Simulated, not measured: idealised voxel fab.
You're looking at the process module voxel wiring stack.
Square cells of 5 nm make up the cross-section cut, whose width is 160 nm.
In this document a cross-section is written as a grid of square cells. It is given as a series of bands, listed from the top down, and a band is one or more rows of cells. A band entry consists of two parts. The first gives the height of the band's top and the height of its bottom, in nm. The rest lists the band's materials from left to right, each with its width in nm. A single material labelled with the word "throughout" fills the band from edge to edge, and the word "blank" marks empty space. Measure heights from 0. That's the level where, below it, the as-received wafer is all one material. The lowest band is bottomless and extends downward; write it as in "0 down". The width entry "30 to 40" should be interpreted row by row: the top row of cells in the band takes the first number, the bottom row takes the second number, and the change between adjacent rows is uniform throughout. Any step labelled "nothing different" changed none of the cells in the cross-section. The label "closed voids" introduces a list of the empty spaces, 8 cells or larger, that have no open way up to the top; each entry in it reads width x height at distance, where the distance is taken from the left edge and all three are stated in nm. Heads up: the bit after the settings on a step's line is the simulator's remark on that step. The setting "overlay nm" may be written on the line of a step. When the step uses a mask, the value reports how far to the right of the planned place the mask lay, and a negative value reports that it lay to the left. Pairs from here to the end. Each: cross-section before one process step, cross-section after it, the latter only as far down as the lowest band that changed. Under each: the step between, and its settings. Mind that the pairs may be taken from different runs of this module on the same starting wafer; whether a pair continues from the pair above depends on its entry headed "Ahead of processing", and it does only where that entry says so.

**Ahead of processing**
> 145 to 130: 40 resist; 30 blank; 15 resist; 30 blank; 45 resist
> 130 to 105: lowk throughout
> 105 to 100: SiN throughout
> 100 to 85: 40 lowk; 5 TiN; 5 Ru; 5 TiN; 105 lowk
> 85 to 80: 40 SiCN; 15 TiN; 105 SiCN
> 80 to 65: 40 SiO2; 5 TiN; 20 Ru; 5 TiN; 15 SiO2; 5 TiN; 20 Ru; 5 TiN; 45 SiO2
> 65 to 60: 40 SiCN; 30 TiN; 15 SiCN; 30 TiN; 45 SiCN
> 60 to 40: 40 SiO2; 15 Ru; 105 SiO2
> 40 to 35: 40 SiCN; 15 Ru; 105 SiCN
> 35 to 30: 45 TiN; 20 W; 25 TiN; 20 W; 50 TiN
> 30 to 20: 40 SiO2; 5 TiN; 20 W; 5 TiN; 15 SiO2; 5 TiN; 20 W; 5 TiN; 45 SiO2
> 20 to 15: 40 SiO2; 30 TiN; 15 SiO2; 30 TiN; 45 SiO2
> 15 to 0: SiO2 throughout
> 0 down: Si throughout
> closed voids: none

**Sectional View, Post-Process**
> 145 to 130: 40 resist; 30 blank; 15 resist; 30 blank; 45 resist
> 130 to 105: 40 lowk; 30 blank; 15 lowk; 30 blank; 45 lowk
> Lower than 105, everything is as it was.
> closed voids: none
The cross-sections above show the structure before and after this step: DIRECTIONAL_ETCH,etch materials lowk,depth nm 25

Ahead of processing: we pick up right where the pair above leaves off, with its after cross-section.

**Sectional View, Post-Process**
> 145 to 130: 40 resist; 30 blank; 15 resist; 30 blank; 45 resist
> 130 to 105: 40 lowk; 30 blank; 15 lowk; 30 blank; 45 lowk
> 105 to 100: 40 SiN; 30 blank; 15 SiN; 30 blank; 45 SiN
> Lower than 100, everything is as it was.
> closed voids: none
The cross-sections above show the structure before and after this step: DIRECTIONAL_ETCH,etch materials SiN,depth nm 5

Ahead of processing: we pick up right where the pair above leaves off, with its after cross-section.

**Sectional View, Post-Process**
> 130 to 105: 40 lowk; 30 blank; 15 lowk; 30 blank; 45 lowk
> Lower than 105, everything is as it was.
> closed voids: none
The cross-sections above show the structure before and after this step: STRIP,etch materials resist

Ahead of processing: we pick up right where the pair above leaves off, with its after cross-section.

**Sectional View, Post-Process**
> 135 to 130: 45 TiN; 20 blank; 25 TiN; 20 blank; 50 TiN
> 130 to 105: 40 lowk; 5 TiN; 20 blank; 5 TiN; 15 lowk; 5 TiN; 20 blank; 5 TiN; 45 lowk
> 105 to 100: 40 SiN; 30 TiN; 15 SiN; 30 TiN; 45 SiN
> Lower than 100, everything is as it was.
> closed voids: none
The cross-sections above show the structure before and after this step: CONFORMAL_DEP,material TiN,thk nm 5

Ahead of processing: we pick up right where the pair above leaves off, with its after cross-section.

**Sectional View, Post-Process**
> 145 to 135: W throughout
> 135 to 130: 45 TiN; 20 W; 25 TiN; 20 W; 50 TiN
> 130 to 105: 40 lowk; 5 TiN; 20 W; 5 TiN; 15 lowk; 5 TiN; 20 W; 5 TiN; 45 lowk
> Lower than 105, everything is as it was.
> closed voids: none
The cross-sections above show the structure before and after this step: FILL_DEP,material W,thk nm 10

Ahead of processing: we pick up right where the pair above leaves off, with its after cross-section.

**Sectional View, Post-Process**
> 130 to 105: 40 lowk; 5 TiN; 20 W; 5 TiN; 15 lowk; 5 TiN; 20 W; 5 TiN; 45 lowk
> Lower than 105, everything is as it was.
> closed voids: none
The cross-sections above show the structure before and after this step: CMP,height nm 130

Ahead of processing: we pick up right where the pair above leaves off, with its after cross-section.

**Sectional View, Post-Process**
> 135 to 130: SiCN throughout
> Lower than 130, everything is as it was.
> closed voids: none
The cross-sections above show the structure before and after this step: CONFORMAL_DEP,material SiCN,thk nm 5

**Ahead of processing**
> 60 to 55: 40 SiO2; 15 blank; 105 SiO2
> 55 to 40: 40 SiO2; 15 Ru; 105 SiO2
> 40 to 35: 40 SiCN; 15 Ru; 105 SiCN
> 35 to 20: 40 SiO2; 5 TiN; 20 W; 5 TiN; 15 SiO2; 5 TiN; 20 W; 5 TiN; 45 SiO2
> 20 to 15: 40 SiN; 30 TiN; 15 SiN; 30 TiN; 45 SiN
> 15 to 0: SiO2 throughout
> 0 down: Si throughout
> closed voids: none

**Sectional View, Post-Process**
> 65 to 60: 35 blank; 25 Ru; 100 blank
> 60 to 40: 40 SiO2; 15 Ru; 105 SiO2
> Lower than 40, everything is as it was.
> closed voids: none
The cross-sections above show the structure before and after this step: EPI,material Ru,thk nm 10

Ahead of processing: we pick up right where the pair above leaves off, with its after cross-section.

**Sectional View, Post-Process**
> 70 to 60: 30 blank; 35 Ru; 95 blank
> Lower than 60, everything is as it was.
> closed voids: none
The cross-sections above show the structure before and after this step: EPI,material Ru,thk nm 5

Ahead of processing: we pick up right where the pair above leaves off, with its after cross-section.

**Sectional View, Post-Process**
> 75 to 70: 25 blank; 45 SiCN; 90 blank
> 70 to 65: 25 blank; 5 SiCN; 35 Ru; 5 SiCN; 90 blank
> 65 to 60: 30 SiCN; 35 Ru; 95 SiCN
> Lower than 60, everything is as it was.
> closed voids: none
The cross-sections above show the structure before and after this step: CONFORMAL_DEP,material SiCN,thk nm 5

Ahead of processing: we pick up right where the pair above leaves off, with its after cross-section.

**Sectional View, Post-Process**
> 90 to 80: 25 blank; 45 SiO2; 90 blank
> 80 to 75: SiO2 throughout
> 75 to 70: 25 SiO2; 45 SiCN; 90 SiO2
> 70 to 65: 25 SiO2; 5 SiCN; 35 Ru; 5 SiCN; 90 SiO2
> Lower than 65, everything is as it was.
> closed voids: none
The cross-sections above show the structure before and after this step: DIRECTIONAL_DEP,material SiO2,thk nm 15

Ahead of processing: we pick up right where the pair above leaves off, with its after cross-section.

**Sectional View, Post-Process**
> 110 to 90: 40 resist; 30 blank; 15 resist; 30 blank; 45 resist
> 90 to 80: 25 resist; 45 SiO2; 15 resist; 30 blank; 45 resist
> Lower than 80, everything is as it was.
> closed voids: none
The cross-sections above show the structure before and after this step: PATTERN,tone open,mask id METAL_2,material resist,width nm 30,pitch nm 45,thk nm 20,overlay nm 0

Ahead of processing: we pick up right where the pair above leaves off, with its after cross-section.

**Sectional View, Post-Process**
> 110 to 90: 40 resist; 30 blank; 15 resist; 30 blank; 45 resist
> 90 to 80: 25 resist; 15 SiO2; 30 blank; 15 resist; 30 blank; 45 resist
> 80 to 75: 40 SiO2; 30 blank; 15 SiO2; 30 blank; 45 SiO2
> 75 to 70: 25 SiO2; 45 SiCN; 15 SiO2; 30 blank; 45 SiO2
> 70 to 65: 25 SiO2; 5 SiCN; 35 Ru; 5 SiCN; 15 SiO2; 30 blank; 45 SiO2
> Lower than 65, everything is as it was.
> closed voids: none
The cross-sections above show the structure before and after this step: DIRECTIONAL_ETCH,etch materials SiO2,depth nm 15

Ahead of processing: we pick up right where the pair above leaves off, with its after cross-section.

**Sectional View, Post-Process**
> 110 to 90: 40 resist; 30 blank; 15 resist; 30 blank; 45 resist
> 90 to 80: 25 resist; 15 SiO2; 30 blank; 15 resist; 30 blank; 45 resist
> 80 to 75: 40 SiO2; 30 blank; 15 SiO2; 30 blank; 45 SiO2
> 75 to 70: 25 SiO2; 15 SiCN; 30 blank; 15 SiO2; 30 blank; 45 SiO2
> 70 to 65: 25 SiO2; 5 SiCN; 35 Ru; 5 SiCN; 15 SiO2; 30 blank; 45 SiO2
> 65 to 60: 30 SiCN; 35 Ru; 20 SiCN; 30 blank; 45 SiCN
> Lower than 60, everything is as it was.
> closed voids: none
The cross-sections above show the structure before and after this step: DIRECTIONAL_ETCH,etch materials SiCN,depth nm 5

Ahead of processing: we pick up right where the pair above leaves off, with its after cross-section.

**Sectional View, Post-Process**
> 90 to 80: 25 blank; 15 SiO2; 120 blank
> Lower than 80, everything is as it was.
> closed voids: none
The cross-sections above show the structure before and after this step: STRIP,etch materials resist

Ahead of processing: we pick up right where the pair above leaves off, with its after cross-section.

**Sectional View, Post-Process**
> 95 to 90: 20 blank; 25 TiN; 115 blank
> 90 to 85: 20 blank; 5 TiN; 15 SiO2; 5 TiN; 115 blank
> 85 to 80: 25 TiN; 15 SiO2; 5 TiN; 20 blank; 25 TiN; 20 blank; 50 TiN
> 80 to 75: 40 SiO2; 5 TiN; 20 blank; 5 TiN; 15 SiO2; 5 TiN; 20 blank; 5 TiN; 45 SiO2
> 75 to 70: 25 SiO2; 15 SiCN; 30 TiN; 15 SiO2; 5 TiN; 20 blank; 5 TiN; 45 SiO2
> 70 to 65: 25 SiO2; 5 SiCN; 35 Ru; 5 SiCN; 15 SiO2; 5 TiN; 20 blank; 5 TiN; 45 SiO2
> 65 to 60: 30 SiCN; 35 Ru; 20 SiCN; 30 TiN; 45 SiCN
> Lower than 60, everything is as it was.
> closed voids: none
The cross-sections above show the structure before and after this step: CONFORMAL_DEP,material TiN,thk nm 5

Ahead of processing: we pick up right where the pair above leaves off, with its after cross-section.

**Sectional View, Post-Process**
> 100 to 95: Ru throughout
> 95 to 90: 20 Ru; 25 TiN; 115 Ru
> 90 to 85: 20 Ru; 5 TiN; 15 SiO2; 5 TiN; 115 Ru
> 85 to 80: 25 TiN; 15 SiO2; 5 TiN; 20 Ru; 25 TiN; 20 Ru; 50 TiN
> 80 to 75: 40 SiO2; 5 TiN; 20 Ru; 5 TiN; 15 SiO2; 5 TiN; 20 Ru; 5 TiN; 45 SiO2
> 75 to 70: 25 SiO2; 15 SiCN; 30 TiN; 15 SiO2; 5 TiN; 20 Ru; 5 TiN; 45 SiO2
> 70 to 65: 25 SiO2; 5 SiCN; 35 Ru; 5 SiCN; 15 SiO2; 5 TiN; 20 Ru; 5 TiN; 45 SiO2
> Lower than 65, everything is as it was.
> closed voids: none
The cross-sections above show the structure before and after this step: FILL_DEP,material Ru,thk nm 5

Ahead of processing: we pick up right where the pair above leaves off, with its after cross-section.

**Sectional View, Post-Process**
> 80 to 75: 40 SiO2; 5 TiN; 20 Ru; 5 TiN; 15 SiO2; 5 TiN; 20 Ru; 5 TiN; 45 SiO2
> Lower than 75, everything is as it was.
> closed voids: none
The cross-sections above show the structure before and after this step: CMP,height nm 80

Ahead of processing: we pick up right where the pair above leaves off, with its after cross-section.

**Sectional View, Post-Process**
> 85 to 80: SiCN throughout
> Lower than 80, everything is as it was.
> closed voids: none
The cross-sections above show the structure before and after this step: CONFORMAL_DEP,material SiCN,thk nm 5

Ahead of processing: we pick up right where the pair above leaves off, with its after cross-section.

**Sectional View, Post-Process**
> 100 to 85: lowk throughout
> Lower than 85, everything is as it was.
> closed voids: none
The cross-sections above show the structure before and after this step: DIRECTIONAL_DEP,material lowk,thk nm 15

Ahead of processing: we pick up right where the pair above leaves off, with its after cross-section.

**Sectional View, Post-Process**
> 115 to 100: 40 resist; 15 blank; 105 resist
> Lower than 100, everything is as it was.
> closed voids: none
The cross-sections above show the structure before and after this step: PATTERN,tone open,mask id PLUG_2,material resist,width nm 15,thk nm 15,overlay nm 0

Ahead of processing: we pick up right where the pair above leaves off, with its after cross-section.

**Sectional View, Post-Process**
> 115 to 100: 40 resist; 15 blank; 105 resist
> 100 to 85: 40 lowk; 15 blank; 105 lowk
> Lower than 85, everything is as it was.
> closed voids: none
The cross-sections above show the structure before and after this step: DIRECTIONAL_ETCH,etch materials lowk,depth nm 15

Ahead of processing: we pick up right where the pair above leaves off, with its after cross-section.

**Sectional View, Post-Process**
> 115 to 100: 40 resist; 15 blank; 105 resist
> 100 to 85: 40 lowk; 15 blank; 105 lowk
> 85 to 80: 40 SiCN; 15 blank; 105 SiCN
> Lower than 80, everything is as it was.
> closed voids: none
The cross-sections above show the structure before and after this step: DIRECTIONAL_ETCH,etch materials SiCN,depth nm 5

Ahead of processing: we pick up right where the pair above leaves off, with its after cross-section.

**Sectional View, Post-Process**
> 100 to 85: 40 lowk; 15 blank; 105 lowk
> Lower than 85, everything is as it was.
> closed voids: none
The cross-sections above show the structure before and after this step: STRIP,etch materials resist

Ahead of processing: we pick up right where the pair above leaves off, with its after cross-section.

**Sectional View, Post-Process**
> 105 to 100: 45 TiN; 5 blank; 110 TiN
> 100 to 85: 40 lowk; 5 TiN; 5 blank; 5 TiN; 105 lowk
> 85 to 80: 40 SiCN; 15 TiN; 105 SiCN
> Lower than 80, everything is as it was.
> closed voids: none
The cross-sections above show the structure before and after this step: CONFORMAL_DEP,material TiN,thk nm 5

Ahead of processing: we pick up right where the pair above leaves off, with its after cross-section.

**Sectional View, Post-Process**
> 115 to 105: Ru throughout
> 105 to 100: 45 TiN; 5 Ru; 110 TiN
> 100 to 85: 40 lowk; 5 TiN; 5 Ru; 5 TiN; 105 lowk
> Lower than 85, everything is as it was.
> closed voids: none
The cross-sections above show the structure before and after this step: FILL_DEP,material Ru,thk nm 10

Ahead of processing: we pick up right where the pair above leaves off, with its after cross-section.

**Sectional View, Post-Process**
> 100 to 85: 40 lowk; 5 TiN; 5 Ru; 5 TiN; 105 lowk
> Lower than 85, everything is as it was.
> closed voids: none
The cross-sections above show the structure before and after this step: CMP,height nm 100

Ahead of processing: we pick up right where the pair above leaves off, with its after cross-section.

**Sectional View, Post-Process**
> 105 to 100: SiN throughout
> Lower than 100, everything is as it was.
> closed voids: none
The cross-sections above show the structure before and after this step: CONFORMAL_DEP,material SiN,thk nm 5

Ahead of processing: we pick up right where the pair above leaves off, with its after cross-section.

**Sectional View, Post-Process**
> 130 to 105: lowk throughout
> Lower than 105, everything is as it was.
> closed voids: none
The cross-sections above show the structure before and after this step: DIRECTIONAL_DEP,material lowk,thk nm 25

Ahead of processing: we pick up right where the pair above leaves off, with its after cross-section.

**Sectional View, Post-Process**
> 145 to 130: 40 resist; 30 blank; 15 resist; 30 blank; 45 resist
> Lower than 130, everything is as it was.
> closed voids: none
The cross-sections above show the structure before and after this step: PATTERN,tone open,mask id METAL_3,material resist,width nm 30,pitch nm 45,thk nm 15,overlay nm 0

Ahead of processing: we pick up right where the pair above leaves off, with its after cross-section.

**Sectional View, Post-Process**
> 145 to 130: 40 resist; 30 blank; 15 resist; 30 blank; 45 resist
> 130 to 105: 40 lowk; 30 blank; 15 lowk; 30 blank; 45 lowk
> Lower than 105, everything is as it was.
> closed voids: none
The cross-sections above show the structure before and after this step: DIRECTIONAL_ETCH,etch materials lowk,depth nm 25

Ahead of processing: we pick up right where the pair above leaves off, with its after cross-section.

**Sectional View, Post-Process**
> 145 to 130: 40 resist; 30 blank; 15 resist; 30 blank; 45 resist
> 130 to 105: 40 lowk; 30 blank; 15 lowk; 30 blank; 45 lowk
> 105 to 100: 40 SiN; 30 blank; 15 SiN; 30 blank; 45 SiN
> Lower than 100, everything is as it was.
> closed voids: none
The cross-sections above show the structure before and after this step: DIRECTIONAL_ETCH,etch materials SiN,depth nm 5

Ahead of processing: we pick up right where the pair above leaves off, with its after cross-section.

**Sectional View, Post-Process**
> 130 to 105: 40 lowk; 30 blank; 15 lowk; 30 blank; 45 lowk
> Lower than 105, everything is as it was.
> closed voids: none
The cross-sections above show the structure before and after this step: STRIP,etch materials resist

Ahead of processing: we pick up right where the pair above leaves off, with its after cross-section.

**Sectional View, Post-Process**
> 135 to 130: 45 TiN; 20 blank; 25 TiN; 20 blank; 50 TiN
> 130 to 105: 40 lowk; 5 TiN; 20 blank; 5 TiN; 15 lowk; 5 TiN; 20 blank; 5 TiN; 45 lowk
> 105 to 100: 40 SiN; 30 TiN; 15 SiN; 30 TiN; 45 SiN
> Lower than 100, everything is as it was.
> closed voids: none
The cross-sections above show the structure before and after this step: CONFORMAL_DEP,material TiN,thk nm 5

Ahead of processing: we pick up right where the pair above leaves off, with its after cross-section.

**Sectional View, Post-Process**
> 145 to 135: W throughout
> 135 to 130: 45 TiN; 20 W; 25 TiN; 20 W; 50 TiN
> 130 to 105: 40 lowk; 5 TiN; 20 W; 5 TiN; 15 lowk; 5 TiN; 20 W; 5 TiN; 45 lowk
> Lower than 105, everything is as it was.
> closed voids: none
The cross-sections above show the structure before and after this step: FILL_DEP,material W,thk nm 10

Ahead of processing: we pick up right where the pair above leaves off, with its after cross-section.

**Sectional View, Post-Process**
> 130 to 105: 40 lowk; 5 TiN; 20 W; 5 TiN; 15 lowk; 5 TiN; 20 W; 5 TiN; 45 lowk
> Lower than 105, everything is as it was.
> closed voids: none
The cross-sections above show the structure before and after this step: CMP,height nm 130

Ahead of processing: we pick up right where the pair above leaves off, with its after cross-section.

**Sectional View, Post-Process**
> 135 to 130: SiCN throughout
> Lower than 130, everything is as it was.
> closed voids: none
The cross-sections above show the structure before and after this step: CONFORMAL_DEP,material SiCN,thk nm 5

**Ahead of processing**
> 80 to 65: 40 SiO2; 5 TiN; 20 Ru; 5 TiN; 15 SiO2; 5 TiN; 20 Ru; 5 TiN; 45 SiO2
> 65 to 60: 40 SiCN; 30 TiN; 15 SiCN; 30 TiN; 45 SiCN
> 60 to 40: 40 SiO2; 15 Ru; 105 SiO2
> 40 to 35: 40 SiCN; 15 Ru; 105 SiCN
> 35 to 20: 40 SiO2; 5 TiN; 20 W; 5 TiN; 15 SiO2; 5 TiN; 20 W; 5 TiN; 45 SiO2
> 20 to 15: 40 SiN; 30 TiN; 15 SiN; 30 TiN; 45 SiN
> 15 to 0: SiO2 throughout
> 0 down: Si throughout
> closed voids: none

**Sectional View, Post-Process**
> 95 to 80: lowk throughout
> Lower than 80, everything is as it was.
> closed voids: none
The cross-sections above show the structure before and after this step: DIRECTIONAL_DEP,material lowk,thk nm 15

Ahead of processing: we pick up right where the pair above leaves off, with its after cross-section.

**Sectional View, Post-Process**
> 100 to 95: SiCN throughout
> Lower than 95, everything is as it was.
> closed voids: none
The cross-sections above show the structure before and after this step: CONFORMAL_DEP,material SiCN,thk nm 5

Ahead of processing: we pick up right where the pair above leaves off, with its after cross-section.

**Sectional View, Post-Process**
> 115 to 100: 40 resist; 15 blank; 105 resist
> Lower than 100, everything is as it was.
> closed voids: none
The cross-sections above show the structure before and after this step: PATTERN,tone open,mask id PLUG_2,material resist,width nm 15,thk nm 15,overlay nm 0

Ahead of processing: we pick up right where the pair above leaves off, with its after cross-section.

**Sectional View, Post-Process**
> 115 to 100: 40 resist; 15 blank; 105 resist
> 100 to 95: 40 SiCN; 15 blank; 105 SiCN
> Lower than 95, everything is as it was.
> closed voids: none
The cross-sections above show the structure before and after this step: DIRECTIONAL_ETCH,etch materials SiCN,depth nm 5

Ahead of processing: we pick up right where the pair above leaves off, with its after cross-section.

**Sectional View, Post-Process**
> 100 to 95: 40 SiCN; 15 blank; 105 SiCN
> Lower than 95, everything is as it was.
> closed voids: none
The cross-sections above show the structure before and after this step: STRIP,etch materials resist

Ahead of processing: we pick up right where the pair above leaves off, with its after cross-section.

**Sectional View, Post-Process**
> 105 to 100: 45 TiN; 5 blank; 110 TiN
> 100 to 95: 40 SiCN; 15 TiN; 105 SiCN
> Lower than 95, everything is as it was.
> closed voids: none
The cross-sections above show the structure before and after this step: CONFORMAL_DEP,material TiN,thk nm 5

Ahead of processing: we pick up right where the pair above leaves off, with its after cross-section.

**Sectional View, Post-Process**
> 115 to 105: Ru throughout
> 105 to 100: 45 TiN; 5 Ru; 110 TiN
> Lower than 100, everything is as it was.
> closed voids: none
The cross-sections above show the structure before and after this step: FILL_DEP,material Ru,thk nm 10

Ahead of processing: we pick up right where the pair above leaves off, with its after cross-section.

**Sectional View, Post-Process**
> 100 to 95: 40 SiCN; 15 TiN; 105 SiCN
> Lower than 95, everything is as it was.
> closed voids: none
The cross-sections above show the structure before and after this step: CMP,height nm 100

Ahead of processing: we pick up right where the pair above leaves off, with its after cross-section.

**Sectional View, Post-Process**
> 105 to 100: SiN throughout
> Lower than 100, everything is as it was.
> closed voids: none
The cross-sections above show the structure before and after this step: CONFORMAL_DEP,material SiN,thk nm 5

Ahead of processing: we pick up right where the pair above leaves off, with its after cross-section.

**Sectional View, Post-Process**
> 130 to 105: lowk throughout
> Lower than 105, everything is as it was.
> closed voids: none
The cross-sections above show the structure before and after this step: DIRECTIONAL_DEP,material lowk,thk nm 25

Ahead of processing: we pick up right where the pair above leaves off, with its after cross-section.

**Sectional View, Post-Process**
> 145 to 130: 40 resist; 30 blank; 15 resist; 30 blank; 45 resist
> Lower than 130, everything is as it was.
> closed voids: none
The cross-sections above show the structure before and after this step: PATTERN,tone open,mask id METAL_3,material resist,width nm 30,pitch nm 45,thk nm 15,overlay nm 0

Ahead of processing: we pick up right where the pair above leaves off, with its after cross-section.

**Sectional View, Post-Process**
> 145 to 130: 40 resist; 30 blank; 15 resist; 30 blank; 45 resist
> 130 to 105: 40 lowk; 30 blank; 15 lowk; 30 blank; 45 lowk
> Lower than 105, everything is as it was.
> closed voids: none
The cross-sections above show the structure before and after this step: DIRECTIONAL_ETCH,etch materials lowk,depth nm 25

Ahead of processing: we pick up right where the pair above leaves off, with its after cross-section.

**Sectional View, Post-Process**
> 145 to 130: 40 resist; 30 blank; 15 resist; 30 blank; 45 resist
> 130 to 105: 40 lowk; 30 blank; 15 lowk; 30 blank; 45 lowk
> 105 to 100: 40 SiN; 30 blank; 15 SiN; 30 blank; 45 SiN
> Lower than 100, everything is as it was.
> closed voids: none
The cross-sections above show the structure before and after this step: DIRECTIONAL_ETCH,etch materials SiN,depth nm 5

Ahead of processing: we pick up right where the pair above leaves off, with its after cross-section.

**Sectional View, Post-Process**
> 130 to 105: 40 lowk; 30 blank; 15 lowk; 30 blank; 45 lowk
> Lower than 105, everything is as it was.
> closed voids: none
The cross-sections above show the structure before and after this step: STRIP,etch materials resist

Ahead of processing: we pick up right where the pair above leaves off, with its after cross-section.

**Sectional View, Post-Process**
> 135 to 130: 45 TiN; 20 blank; 25 TiN; 20 blank; 50 TiN
> 130 to 105: 40 lowk; 5 TiN; 20 blank; 5 TiN; 15 lowk; 5 TiN; 20 blank; 5 TiN; 45 lowk
> 105 to 100: 40 SiN; 30 TiN; 15 SiN; 30 TiN; 45 SiN
> Lower than 100, everything is as it was.
> closed voids: none
The cross-sections above show the structure before and after this step: CONFORMAL_DEP,material TiN,thk nm 5

Ahead of processing: we pick up right where the pair above leaves off, with its after cross-section.

**Sectional View, Post-Process**
> 145 to 135: W throughout
> 135 to 130: 45 TiN; 20 W; 25 TiN; 20 W; 50 TiN
> 130 to 105: 40 lowk; 5 TiN; 20 W; 5 TiN; 15 lowk; 5 TiN; 20 W; 5 TiN; 45 lowk
> Lower than 105, everything is as it was.
> closed voids: none
The cross-sections above show the structure before and after this step: FILL_DEP,material W,thk nm 10

Ahead of processing: we pick up right where the pair above leaves off, with its after cross-section.

**Sectional View, Post-Process**
> 130 to 105: 40 lowk; 5 TiN; 20 W; 5 TiN; 15 lowk; 5 TiN; 20 W; 5 TiN; 45 lowk
> Lower than 105, everything is as it was.
> closed voids: none
The cross-sections above show the structure before and after this step: CMP,height nm 130

Ahead of processing: we pick up right where the pair above leaves off, with its after cross-section.

**Sectional View, Post-Process**
> 135 to 130: SiCN throughout
> Lower than 130, everything is as it was.
> closed voids: none
The cross-sections above show the structure before and after this step: CONFORMAL_DEP,material SiCN,thk nm 5

**Ahead of processing**
> 115 to 105: Ru throughout
> 105 to 100: 45 TiN; 5 Ru; 110 TiN
> 100 to 85: 40 lowk; 5 TiN; 5 Ru; 5 TiN; 105 lowk
> 85 to 80: 40 SiCN; 15 TiN; 105 SiCN
> 80 to 65: 40 SiO2; 5 TiN; 20 Ru; 5 TiN; 15 SiO2; 5 TiN; 20 Ru; 5 TiN; 45 SiO2
> 65 to 60: 40 SiCN; 30 TiN; 15 SiCN; 30 TiN; 45 SiCN
> 60 to 40: 40 SiO2; 15 Ru; 105 SiO2
> 40 to 35: 40 SiCN; 15 Ru; 105 SiCN
> 35 to 20: 40 SiO2; 5 TiN; 20 W; 5 TiN; 15 SiO2; 5 TiN; 20 W; 5 TiN; 45 SiO2
> 20 to 15: 40 SiN; 30 TiN; 15 SiN; 30 TiN; 45 SiN
> 15 to 0: SiO2 throughout
> 0 down: Si throughout
> closed voids: none

**Sectional View, Post-Process**
> 95 to 85: 40 lowk; 5 TiN; 5 Ru; 5 TiN; 105 lowk
> Lower than 85, everything is as it was.
> closed voids: none
The cross-sections above show the structure before and after this step: CMP,height nm 95

Ahead of processing: we pick up right where the pair above leaves off, with its after cross-section.

**Sectional View, Post-Process**
> 100 to 95: SiN throughout
> Lower than 95, everything is as it was.
> closed voids: none
The cross-sections above show the structure before and after this step: CONFORMAL_DEP,material SiN,thk nm 5

Ahead of processing: we pick up right where the pair above leaves off, with its after cross-section.

**Sectional View, Post-Process**
> 125 to 100: lowk throughout
> Lower than 100, everything is as it was.
> closed voids: none
The cross-sections above show the structure before and after this step: DIRECTIONAL_DEP,material lowk,thk nm 25

Ahead of processing: we pick up right where the pair above leaves off, with its after cross-section.

**Sectional View, Post-Process**
> 140 to 125: 40 resist; 30 blank; 15 resist; 30 blank; 45 resist
> Lower than 125, everything is as it was.
> closed voids: none
The cross-sections above show the structure before and after this step: PATTERN,tone open,mask id METAL_3,material resist,width nm 30,pitch nm 45,thk nm 15,overlay nm 0

Ahead of processing: we pick up right where the pair above leaves off, with its after cross-section.

**Sectional View, Post-Process**
> 140 to 125: 40 resist; 30 blank; 15 resist; 30 blank; 45 resist
> 125 to 100: 40 lowk; 30 blank; 15 lowk; 30 blank; 45 lowk
> Lower than 100, everything is as it was.
> closed voids: none
The cross-sections above show the structure before and after this step: DIRECTIONAL_ETCH,etch materials lowk,depth nm 25

Ahead of processing: we pick up right where the pair above leaves off, with its after cross-section.

**Sectional View, Post-Process**
> 140 to 125: 40 resist; 30 blank; 15 resist; 30 blank; 45 resist
> 125 to 100: 40 lowk; 30 blank; 15 lowk; 30 blank; 45 lowk
> 100 to 95: 40 SiN; 30 blank; 15 SiN; 30 blank; 45 SiN
> Lower than 95, everything is as it was.
> closed voids: none
The cross-sections above show the structure before and after this step: DIRECTIONAL_ETCH,etch materials SiN,depth nm 5

Ahead of processing: we pick up right where the pair above leaves off, with its after cross-section.

**Sectional View, Post-Process**
> 125 to 100: 40 lowk; 30 blank; 15 lowk; 30 blank; 45 lowk
> Lower than 100, everything is as it was.
> closed voids: none
The cross-sections above show the structure before and after this step: STRIP,etch materials resist

Ahead of processing: we pick up right where the pair above leaves off, with its after cross-section.

**Sectional View, Post-Process**
> 130 to 125: 45 TiN; 20 blank; 25 TiN; 20 blank; 50 TiN
> 125 to 100: 40 lowk; 5 TiN; 20 blank; 5 TiN; 15 lowk; 5 TiN; 20 blank; 5 TiN; 45 lowk
> 100 to 95: 40 SiN; 30 TiN; 15 SiN; 30 TiN; 45 SiN
> Lower than 95, everything is as it was.
> closed voids: none
The cross-sections above show the structure before and after this step: CONFORMAL_DEP,material TiN,thk nm 5

Ahead of processing: we pick up right where the pair above leaves off, with its after cross-section.

**Sectional View, Post-Process**
> 140 to 130: W throughout
> 130 to 125: 45 TiN; 20 W; 25 TiN; 20 W; 50 TiN
> 125 to 100: 40 lowk; 5 TiN; 20 W; 5 TiN; 15 lowk; 5 TiN; 20 W; 5 TiN; 45 lowk
> Lower than 100, everything is as it was.
> closed voids: none
The cross-sections above show the structure before and after this step: FILL_DEP,material W,thk nm 10

Ahead of processing: we pick up right where the pair above leaves off, with its after cross-section.

**Sectional View, Post-Process**
> 130 to 125: 45 TiN; 20 W; 25 TiN; 20 W; 50 TiN
> Lower than 125, everything is as it was.
> closed voids: none
The cross-sections above show the structure before and after this step: CMP,height nm 130

Ahead of processing: we pick up right where the pair above leaves off, with its after cross-section.

**Sectional View, Post-Process**
> 135 to 130: SiCN throughout
> Lower than 130, everything is as it was.
> closed voids: none
The cross-sections above show the structure before and after this step: CONFORMAL_DEP,material SiCN,thk nm 5

**Ahead of processing**
> 130 to 105: lowk throughout
> 105 to 100: SiN throughout
> 100 to 85: 40 lowk; 5 TiN; 5 Ru; 5 TiN; 105 lowk
> 85 to 80: 40 SiCN; 15 TiN; 105 SiCN
> 80 to 65: 40 SiO2; 5 TiN; 20 Ru; 5 TiN; 15 SiO2; 5 TiN; 20 Ru; 5 TiN; 45 SiO2
> 65 to 60: 40 SiCN; 30 TiN; 15 SiCN; 30 TiN; 45 SiCN
> 60 to 40: 40 SiO2; 15 Ru; 105 SiO2
> 40 to 35: 40 SiCN; 15 Ru; 105 SiCN
> 35 to 20: 40 SiO2; 5 TiN; 20 W; 5 TiN; 15 SiO2; 5 TiN; 20 W; 5 TiN; 45 SiO2
> 20 to 15: 40 SiN; 30 TiN; 15 SiN; 30 TiN; 45 SiN
> 15 to 0: SiO2 throughout
> 0 down: Si throughout
> closed voids: none

**Sectional View, Post-Process**
> 145 to 130: 45 resist; 25 blank; 20 resist; 25 blank; 45 resist
> Lower than 130, everything is as it was.
> closed voids: none
The cross-sections above show the structure before and after this step: PATTERN,tone open,mask id METAL_3,material resist,width nm 25,pitch nm 45,thk nm 15,overlay nm 0
